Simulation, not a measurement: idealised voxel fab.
process module | voxel ribs on slabs
cross-section cut | 265 nm wide | cells 5 nm
A cross-section is a grid of square cells, given in bands from the top down. A band is one or more rows of cells.
Each band's line starts with the height of the band's top and of its bottom, in nm. Then come its materials from left to right, each with its width in nm. One material with "throughout" fills the band from edge to edge. "air" is empty space.
Height 0 is the level under which the wafer as received is all one material. The lowest band goes on downwards, as in "0 down".
A width such as "30 to 40" changes by the same amount from each row of cells to the next, from the band's top row to its bottom row.
"no change" after a step means that no cell of the cross-section changed.
closed voids: empty space of 8 cells or more with no open way to the top, each as width x height at its distance from the left edge, in nm
after a step's settings: what the simulator itself notes on the step
overlay nm, on a step with a mask: how far to the right of its planned place the mask lay; to the left if negative
plan
1 op RECEIVE | material Si
2 op DIRECTIONAL_DEP | material SiO2 | thk nm 30
3 op DIRECTIONAL_DEP | material polySi | thk nm 20
4 op DIRECTIONAL_DEP | material aC | thk nm 10
5 op PATTERN | tone cover | mask id RIB | material resist | width nm 25 | thk nm 25 | overlay nm 0
6 op DIRECTIONAL_ETCH | etch materials aC | depth nm 10
7 op STRIP | etch materials resist
8 op DIRECTIONAL_ETCH | etch materials polySi | depth nm 10
9 op STRIP | etch materials aC
10 op MASKED_ETCH | tone cover | mask id SLAB | width nm 85 | etch materials polySi | depth nm 10 | overlay nm 0
11 op FILL_DEP | material SiO2 | thk nm 30
12 op CMP | height nm 70
13 op DIRECTIONAL_DEP | material TiN | thk nm 5
14 op DIRECTIONAL_DEP | material aC | thk nm 10
15 op PATTERN | tone cover | mask id HEATER | material resist | width nm 35 | thk nm 30 | overlay nm 0
16 op DIRECTIONAL_ETCH | etch materials aC | depth nm 10
17 op STRIP | etch materials resist
18 op DIRECTIONAL_ETCH | etch materials TiN | depth nm 5
19 op STRIP | etch materials aC
20 op CONFORMAL_DEP | material SiN | thk nm 5
first wafer, as planned
as received, after step 1
  0 down: Si throughout
  closed voids: none
after step 2
  30 to 0: SiO2 throughout
  below 0: unchanged
after step 3
  50 to 30: polySi throughout
  below 30: unchanged
after step 4
  60 to 50: aC throughout
  below 50: unchanged
after step 5
  85 to 60: air 120 | resist 25 | air 120
  below 60: unchanged
after step 6
  75 to 60: air 120 | resist 25 | air 120
  60 to 50: air 120 | aC 25 | air 120
  below 50: unchanged
after step 7
  60 to 50: air 120 | aC 25 | air 120
  below 50: unchanged
after step 8
  60 to 50: air 120 | aC 25 | air 120
  50 to 40: air 120 | polySi 25 | air 120
  below 40: unchanged
after step 9
  50 to 40: air 120 | polySi 25 | air 120
  below 40: unchanged
after step 10
  50 to 40: air 120 | polySi 25 | air 120
  40 to 30: air 90 | polySi 85 | air 90
  below 30: unchanged
after step 11
  80 to 50: SiO2 throughout
  50 to 40: SiO2 120 | polySi 25 | SiO2 120
  40 to 30: SiO2 90 | polySi 85 | SiO2 90
  below 30: unchanged
after step 12
  70 to 50: SiO2 throughout
  below 50: unchanged
after step 13
  75 to 70: TiN throughout
  below 70: unchanged
after step 14
  85 to 75: aC throughout
  below 75: unchanged
after step 15
  115 to 85: air 115 | resist 35 | air 115
  below 85: unchanged
after step 16
  105 to 85: air 115 | resist 35 | air 115
  85 to 75: air 115 | aC 35 | air 115
  below 75: unchanged
after step 17
  85 to 75: air 115 | aC 35 | air 115
  below 75: unchanged
after step 18
  85 to 75: air 115 | aC 35 | air 115
  75 to 70: air 115 | TiN 35 | air 115
  below 70: unchanged
after step 19
  75 to 70: air 115 | TiN 35 | air 115
  below 70: unchanged
after step 20
  80 to 75: air 110 | SiN 45 | air 110
  75 to 70: SiN 115 | TiN 35 | SiN 115
  below 70: unchanged
second wafer: like start, like plan, one mistake. Through step 2 it matches the first wafer
when step 3 should have ended
  40 to 30: aC throughout
  below 30: unchanged
when step 4 should have ended
  60 to 40: polySi throughout
  below 40: unchanged
when step 5 should have ended
  85 to 60: air 120 | resist 25 | air 120
  below 60: unchanged
when step 6 should have ended
  75 to 60: air 120 | resist 25 | air 120
  below 60: unchanged
when step 7 should have ended
  60 to 40: polySi throughout
  below 40: unchanged
when step 8 should have ended
  50 to 40: polySi throughout
  below 40: unchanged
when step 9 should have ended: no change
when step 10 should have ended
  50 to 40: air 90 | polySi 85 | air 90
  below 40: unchanged
when step 11 should have ended
  80 to 50: SiO2 throughout
  50 to 40: SiO2 90 | polySi 85 | SiO2 90
  below 40: unchanged
when step 12 should have ended
  70 to 50: SiO2 throughout
  below 50: unchanged
when step 13 should have ended
  75 to 70: TiN throughout
  below 70: unchanged
when step 14 should have ended
  85 to 75: aC throughout
  below 75: unchanged
when step 15 should have ended
  115 to 85: air 115 | resist 35 | air 115
  below 85: unchanged
when step 16 should have ended
  105 to 85: air 115 | resist 35 | air 115
  85 to 75: air 115 | aC 35 | air 115
  below 75: unchanged
when step 17 should have ended
  85 to 75: air 115 | aC 35 | air 115
  below 75: unchanged
when step 18 should have ended
  85 to 75: air 115 | aC 35 | air 115
  75 to 70: air 115 | TiN 35 | air 115
  below 70: unchanged
when step 19 should have ended
  75 to 70: air 115 | TiN 35 | air 115
  below 70: unchanged
when step 20 should have ended
  80 to 75: air 110 | SiN 45 | air 110
  75 to 70: SiN 115 | TiN 35 | SiN 115
  below 70: unchanged
what went wrong: steps 3 and 4 were swapped
at the end the second wafer has, in cells: 96 fewer of SiO2 | 106 more of aC | 10 fewer of polySi
